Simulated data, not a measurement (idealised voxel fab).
process module | voxel released beams
The cross-section on display is named cut; it measures 170 nm wide, and its cells are 5 nm squares.
When this document writes out a cross-section, it uses a grid of square cells and lists it as bands, beginning at the top and moving down, with a band standing for one or more rows of cells.
Look at the band entry: it leads with the top's height and the bottom's height in nm. Then it lists the materials left to right, with a width in nm for each. The word "throughout" on a single material says that material fills the band edge to edge. The word "air" is empty space.
Where do heights start? At 0: under that level the wafer as delivered is made of one material only. And the lowest band has no floor; it just carries on downward, as in "top 0, no bottom".
The two numbers in a width such as "30->40" mark its ends across the band: the first belongs to the top row of cells, the second to the bottom row, and from each row to the next the width moves by the same amount.
Reading "nothing was modified" for a step: not a cell of the cross-section changed in it.
"Unvented voids" specifies each empty space that is not open to the top and that occupies no fewer than 8 cells, using the form width x height at distance, the distance measured from the left edge and all three quantities in nm.
after a step's settings: what the simulator itself notes on the step
The line of a step may include "overlay nm". On a step with a mask, this value is how far to the right of its planned place the mask lay. A negative value means the mask lay to the left.

The following list gives the planned process steps
1,RECEIVE: material Si
2,CONFORMAL_DEP: material SiN, thk nm 5
3,DIRECTIONAL_DEP: material SiO2, thk nm 20
4,DIRECTIONAL_DEP: material aC, thk nm 15
5,PATTERN: tone open, mask id ANCHOR, material resist, width nm 45, thk nm 30, overlay nm 0
6,DIRECTIONAL_ETCH: etch materials aC, depth nm 15
7,STRIP: etch materials resist
8,DIRECTIONAL_ETCH: etch materials SiO2, depth nm 20
9,STRIP: etch materials aC
10,CONFORMAL_DEP: material polySi, thk nm 15
11,DIRECTIONAL_DEP: material aC, thk nm 10
12,PATTERN: tone cover, mask id BEAM, material resist, width nm 90, thk nm 25, overlay nm 0
13,DIRECTIONAL_ETCH: etch materials aC, depth nm 10
14,STRIP: etch materials resist
15,DIRECTIONAL_ETCH: etch materials polySi, depth nm 15
16,STRIP: etch materials aC
17,STRIP: etch materials SiO2

First out of two wafers; run went to plan

Here's what the wafer looked like in cross-section when it arrived - that's after step 1
  top 0, no bottom | Si throughout
  Unvented voids: none

After step 2
  top 5, bottom 0 | SiN throughout
  Under 0: no change, same as before.

After step 3
  top 25, bottom 5 | SiO2 throughout
  Under 5: no change, same as before.

After step 4
  top 40, bottom 25 | aC throughout
  Under 25: no change, same as before.

After step 5
  top 70, bottom 40 | 40 nm resist, 45 nm air, 85 nm resist
  Under 40: no change, same as before.

After step 6
  top 55, bottom 40 | 40 nm resist, 45 nm air, 85 nm resist
  top 40, bottom 25 | 40 nm aC, 45 nm air, 85 nm aC
  Under 25: no change, same as before.

After step 7
  top 40, bottom 25 | 40 nm aC, 45 nm air, 85 nm aC
  Under 25: no change, same as before.

After step 8
  top 40, bottom 25 | 40 nm aC, 45 nm air, 85 nm aC
  top 25, bottom 5 | 40 nm SiO2, 45 nm air, 85 nm SiO2
  Under 5: no change, same as before.

After step 9
  top 25, bottom 5 | 40 nm SiO2, 45 nm air, 85 nm SiO2
  Under 5: no change, same as before.

After step 10
  top 40, bottom 25 | 55 nm polySi, 15 nm air, 100 nm polySi
  top 25, bottom 20 | 40 nm SiO2, 15 nm polySi, 15 nm air, 15 nm polySi, 85 nm SiO2
  top 20, bottom 5 | 40 nm SiO2, 45 nm polySi, 85 nm SiO2
  Under 5: no change, same as before.

After step 11
  top 50, bottom 40 | 55 nm aC, 15 nm air, 100 nm aC
  top 40, bottom 30 | 55 nm polySi, 15 nm air, 100 nm polySi
  top 30, bottom 25 | 55 nm polySi, 15 nm aC, 100 nm polySi
  top 25, bottom 20 | 40 nm SiO2, 15 nm polySi, 15 nm aC, 15 nm polySi, 85 nm SiO2
  Under 20: no change, same as before.

After step 12
  top 75, bottom 50 | 35 nm air, 90 nm resist, 45 nm air
  top 50, bottom 40 | 55 nm aC, 15 nm resist, 100 nm aC
  top 40, bottom 30 | 55 nm polySi, 15 nm resist, 100 nm polySi
  Under 30: no change, same as before.

After step 13
  top 65, bottom 50 | 35 nm air, 90 nm resist, 45 nm air
  top 50, bottom 40 | 35 nm air, 20 nm aC, 15 nm resist, 55 nm aC, 45 nm air
  Under 40: no change, same as before.

After step 14
  top 50, bottom 40 | 35 nm air, 20 nm aC, 15 nm air, 55 nm aC, 45 nm air
  top 40, bottom 30 | 55 nm polySi, 15 nm air, 100 nm polySi
  Under 30: no change, same as before.

After step 15
  top 50, bottom 40 | 35 nm air, 20 nm aC, 15 nm air, 55 nm aC, 45 nm air
  top 40, bottom 30 | 35 nm air, 20 nm polySi, 15 nm air, 55 nm polySi, 45 nm air
  top 30, bottom 25 | 35 nm air, 20 nm polySi, 15 nm aC, 55 nm polySi, 45 nm air
  Under 25: no change, same as before.

After step 16
  top 40, bottom 25 | 35 nm air, 20 nm polySi, 15 nm air, 55 nm polySi, 45 nm air
  top 25, bottom 20 | 40 nm SiO2, 15 nm polySi, 15 nm air, 15 nm polySi, 85 nm SiO2
  Under 20: no change, same as before.

After step 17
  top 40, bottom 25 | 35 nm air, 20 nm polySi, 15 nm air, 55 nm polySi, 45 nm air
  top 25, bottom 20 | 40 nm air, 15 nm polySi, 15 nm air, 15 nm polySi, 85 nm air
  top 20, bottom 5 | 40 nm air, 45 nm polySi, 85 nm air
  Under 5: no change, same as before.

Companion wafer, the second of two: same beginning, same intended sequence, one mistake in carrying it out; through step 4 inclusive it tracks the first exactly

Cross-sectional representation of the second wafer at the time designated in the plan for the completion of step 5
  top 70, bottom 40 | 35 nm resist, 45 nm air, 90 nm resist
  Under 40: no change, same as before.

Cross-sectional representation of the second wafer at the time designated in the plan for the completion of step 6
  top 55, bottom 40 | 35 nm resist, 45 nm air, 90 nm resist
  top 40, bottom 25 | 35 nm aC, 45 nm air, 90 nm aC
  Under 25: no change, same as before.

Cross-sectional representation of the second wafer at the time designated in the plan for the completion of step 7
  top 40, bottom 25 | 35 nm aC, 45 nm air, 90 nm aC
  Under 25: no change, same as before.

Cross-sectional representation of the second wafer at the time designated in the plan for the completion of step 8
  top 40, bottom 25 | 35 nm aC, 45 nm air, 90 nm aC
  top 25, bottom 5 | 35 nm SiO2, 45 nm air, 90 nm SiO2
  Under 5: no change, same as before.

Cross-sectional representation of the second wafer at the time designated in the plan for the completion of step 9
  top 25, bottom 5 | 35 nm SiO2, 45 nm air, 90 nm SiO2
  Under 5: no change, same as before.

Cross-sectional representation of the second wafer at the time designated in the plan for the completion of step 10
  top 40, bottom 25 | 50 nm polySi, 15 nm air, 105 nm polySi
  top 25, bottom 20 | 35 nm SiO2, 15 nm polySi, 15 nm air, 15 nm polySi, 90 nm SiO2
  top 20, bottom 5 | 35 nm SiO2, 45 nm polySi, 90 nm SiO2
  Under 5: no change, same as before.

Cross-sectional representation of the second wafer at the time designated in the plan for the completion of step 11
  top 50, bottom 40 | 50 nm aC, 15 nm air, 105 nm aC
  top 40, bottom 30 | 50 nm polySi, 15 nm air, 105 nm polySi
  top 30, bottom 25 | 50 nm polySi, 15 nm aC, 105 nm polySi
  top 25, bottom 20 | 35 nm SiO2, 15 nm polySi, 15 nm aC, 15 nm polySi, 90 nm SiO2
  Under 20: no change, same as before.

Cross-sectional representation of the second wafer at the time designated in the plan for the completion of step 12
  top 75, bottom 50 | 35 nm air, 90 nm resist, 45 nm air
  top 50, bottom 40 | 50 nm aC, 15 nm resist, 105 nm aC
  top 40, bottom 30 | 50 nm polySi, 15 nm resist, 105 nm polySi
  Under 30: no change, same as before.

Cross-sectional representation of the second wafer at the time designated in the plan for the completion of step 13
  top 65, bottom 50 | 35 nm air, 90 nm resist, 45 nm air
  top 50, bottom 40 | 35 nm air, 15 nm aC, 15 nm resist, 60 nm aC, 45 nm air
  Under 40: no change, same as before.

Cross-sectional representation of the second wafer at the time designated in the plan for the completion of step 14
  top 50, bottom 40 | 35 nm air, 15 nm aC, 15 nm air, 60 nm aC, 45 nm air
  top 40, bottom 30 | 50 nm polySi, 15 nm air, 105 nm polySi
  Under 30: no change, same as before.

Cross-sectional representation of the second wafer at the time designated in the plan for the completion of step 15
  top 50, bottom 40 | 35 nm air, 15 nm aC, 15 nm air, 60 nm aC, 45 nm air
  top 40, bottom 30 | 35 nm air, 15 nm polySi, 15 nm air, 60 nm polySi, 45 nm air
  top 30, bottom 25 | 35 nm air, 15 nm polySi, 15 nm aC, 60 nm polySi, 45 nm air
  Under 25: no change, same as before.

Cross-sectional representation of the second wafer at the time designated in the plan for the completion of step 16
  top 40, bottom 25 | 35 nm air, 15 nm polySi, 15 nm air, 60 nm polySi, 45 nm air
  top 25, bottom 20 | 35 nm SiO2, 15 nm polySi, 15 nm air, 15 nm polySi, 90 nm SiO2
  Under 20: no change, same as before.

Cross-sectional representation of the second wafer at the time designated in the plan for the completion of step 17
  top 40, bottom 25 | 35 nm air, 15 nm polySi, 15 nm air, 60 nm polySi, 45 nm air
  top 25, bottom 20 | 35 nm air, 15 nm polySi, 15 nm air, 15 nm polySi, 90 nm air
  top 20, bottom 5 | 35 nm air, 45 nm polySi, 90 nm air
  Under 5: no change, same as before.
Plan not followed: step 5 deviated from plan and actually ran as PATTERN: tone open, mask id ANCHOR, material resist, width nm 45, thk nm 30, overlay nm -5
The concluding comparison shows that, measured in cells, each material is equally abundant on both wafers, albeit at different positions.
